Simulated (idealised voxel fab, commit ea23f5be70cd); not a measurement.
Presented below is a process module, voxel capacitor over wiring.
Section cut is 225 nm wide and gridded with 5 nm square cells.
Format of a cross-section: grid, square cells. Given as bands. Order: top down. Band: one or more rows of cells. Heights first: top, then bottom, in nm. Then materials, left to right, each with a width in nm. "throughout" on a single material: fills the band edge to edge. "blank": empty space. Basically, 0 is our baseline, since under it the wafer straight out of the box is all one material. The bottom band has no lower end and keeps on going down, so it looks like "0 down". The width entry "30->40" should be interpreted row by row: the top row of cells in the band takes the first number, the bottom row takes the second number, and the change between adjacent rows is uniform throughout. Step marked "changes: none"? Then no cell in the cross-section changed in it. Entry "Enclosed void entries" = empty spaces >= 8 cells with no open way to the top; each as width x height at distance, distance from left edge, all nm. What comes after the settings on a step's line is commentary from the simulator itself on that step. overlay nm: mask right of planned place by this much (step with mask). Neg. = left.

## Process steps (planned)
1. RECEIVE | material Si
2. CONFORMAL_DEP | material SiO2 | thk nm 10
3. DIRECTIONAL_DEP | material TiN | thk nm 5
4. DIRECTIONAL_DEP | material Ru | thk nm 20
5. PATTERN | tone cover | mask id METAL_1 | material resist | width nm 20 | pitch nm 80 | thk nm 15 | overlay nm 0
6. DIRECTIONAL_ETCH | etch materials Ru | depth nm 20
7. DIRECTIONAL_ETCH | etch materials TiN | depth nm 5
8. STRIP | etch materials resist
9. FILL_DEP | material lowk | thk nm 10
10. CMP | height nm 35
11. CONFORMAL_DEP | material SiCN | thk nm 5
12. DIRECTIONAL_DEP | material lowk | thk nm 20
13. DIRECTIONAL_DEP | material aC | thk nm 15
14. PATTERN | tone open | mask id PLUG_1 | material resist | width nm 15 | thk nm 35 | overlay nm 0
15. DIRECTIONAL_ETCH | etch materials aC | depth nm 15
16. STRIP | etch materials resist
17. DIRECTIONAL_ETCH | etch materials lowk | depth nm 20
18. DIRECTIONAL_ETCH | etch materials SiCN | depth nm 5
19. STRIP | etch materials aC
20. CONFORMAL_DEP | material TiN | thk nm 5
21. FILL_DEP | material W | thk nm 10
22. CMP | height nm 60
23. DIRECTIONAL_DEP | material TiN | thk nm 5
24. DIRECTIONAL_DEP | material Al2O3 | thk nm 5
25. DIRECTIONAL_DEP | material TiN | thk nm 5
26. MASKED_ETCH | tone cover | mask id UPPER_PLATE | width nm 65 | etch materials TiN | depth nm 5 | overlay nm 0
27. MASKED_ETCH | tone cover | mask id UPPER_PLATE | width nm 65 | etch materials Al2O3 | depth nm 5 | overlay nm 0
28. DIRECTIONAL_DEP | material aC | thk nm 15
29. PATTERN | tone cover | mask id LOWER_PLATE | material resist | width nm 75 | thk nm 30 | overlay nm 0
30. DIRECTIONAL_ETCH | etch materials aC | depth nm 5
31. STRIP | etch materials resist
32. DIRECTIONAL_ETCH | etch materials TiN | depth nm 5
33. STRIP | etch materials aC
34. FILL_DEP | material SiO2 | thk nm 20
35. CMP | height nm 90
36. DIRECTIONAL_DEP | material aC | thk nm 10
37. PATTERN | tone open | mask id PLUG_2 | material resist | width nm 15 | thk nm 30 | overlay nm 0
38. DIRECTIONAL_ETCH | etch materials aC | depth nm 10
39. STRIP | etch materials resist
40. DIRECTIONAL_ETCH | etch materials SiO2 | depth nm 15
41. STRIP | etch materials aC
42. CONFORMAL_DEP | material TiN | thk nm 5
43. FILL_DEP | material Cu | thk nm 5
44. CMP | height nm 90
45. CONFORMAL_DEP | material SiCN | thk nm 5
The plan's step 30 depth nm is the first wafer's value; the wafers differ in this setting and start identical.

## Step 1 complete: as-received cross-section of the first of several wafers
    0 down | Si throughout
    Enclosed void entries: none

## The figure below presents a cross-section of the first of several wafers at the conclusion of the module, following its last step, step 45
    95 to 90 | SiCN throughout
    90 to 80 | SiO2=75  TiN=5  Cu=5  TiN=5  SiO2=135
    80 to 70 | SiO2=75->65  TiN=15->65  SiO2=135->95
    70 to 65 | SiO2=65  Al2O3=65  SiO2=95
    65 to 60 | TiN throughout
    60 to 40 | lowk=65  TiN=5  W=5  TiN=5  lowk=145
    40 to 35 | SiCN=65  TiN=15  SiCN=145
    35 to 15 | lowk=60  Ru=20  lowk=60  Ru=20  lowk=65
    15 to 10 | lowk=60  TiN=20  lowk=60  TiN=20  lowk=65
    10 to 0 | SiO2 throughout
    0 down | Si throughout
    Enclosed void entries: none

## Last wafer, end of module, cross-section
    95 to 90 | SiCN throughout
    90 to 80 | SiO2=75  TiN=5  Cu=5  TiN=5  SiO2=135
    80 to 70 | SiO2=75->65  TiN=15->65  SiO2=135->95
    70 to 65 | SiO2=65  Al2O3=65  SiO2=95
    65 to 60 | SiO2=60  TiN=75  SiO2=90
    60 to 40 | lowk=65  TiN=5  W=5  TiN=5  lowk=145
    40 to 35 | SiCN=65  TiN=15  SiCN=145
    35 to 15 | lowk=60  Ru=20  lowk=60  Ru=20  lowk=65
    15 to 10 | lowk=60  TiN=20  lowk=60  TiN=20  lowk=65
    10 to 0 | SiO2 throughout
    0 down | Si throughout
    Enclosed void entries: none

## Note: the following table is arranged by wafer, a row apiece. Each row reports the end-of-module state: per material, cells gained (+) or cells lost (-) compared with the wafer as received; closed voids follow
depth nm 5, +13 Al2O3, +2 Cu, +32 Ru, +87 SiCN, +280 SiO2, +84 TiN, +4 W, +353 lowk, Enclosed void entries: none
depth nm 10, +13 Al2O3, +2 Cu, +32 Ru, +87 SiCN, +280 SiO2, +84 TiN, +4 W, +353 lowk, Enclosed void entries: none
depth nm 15, +13 Al2O3, +2 Cu, +32 Ru, +87 SiCN, +310 SiO2, +54 TiN, +4 W, +353 lowk, Enclosed void entries: none
depth nm 20, +13 Al2O3, +2 Cu, +32 Ru, +87 SiCN, +310 SiO2, +54 TiN, +4 W, +353 lowk, Enclosed void entries: none
depth nm 25, +13 Al2O3, +2 Cu, +32 Ru, +87 SiCN, +310 SiO2, +54 TiN, +4 W, +353 lowk, Enclosed void entries: none
depth nm 30, +13 Al2O3, +2 Cu, +32 Ru, +87 SiCN, +310 SiO2, +54 TiN, +4 W, +353 lowk, Enclosed void entries: none
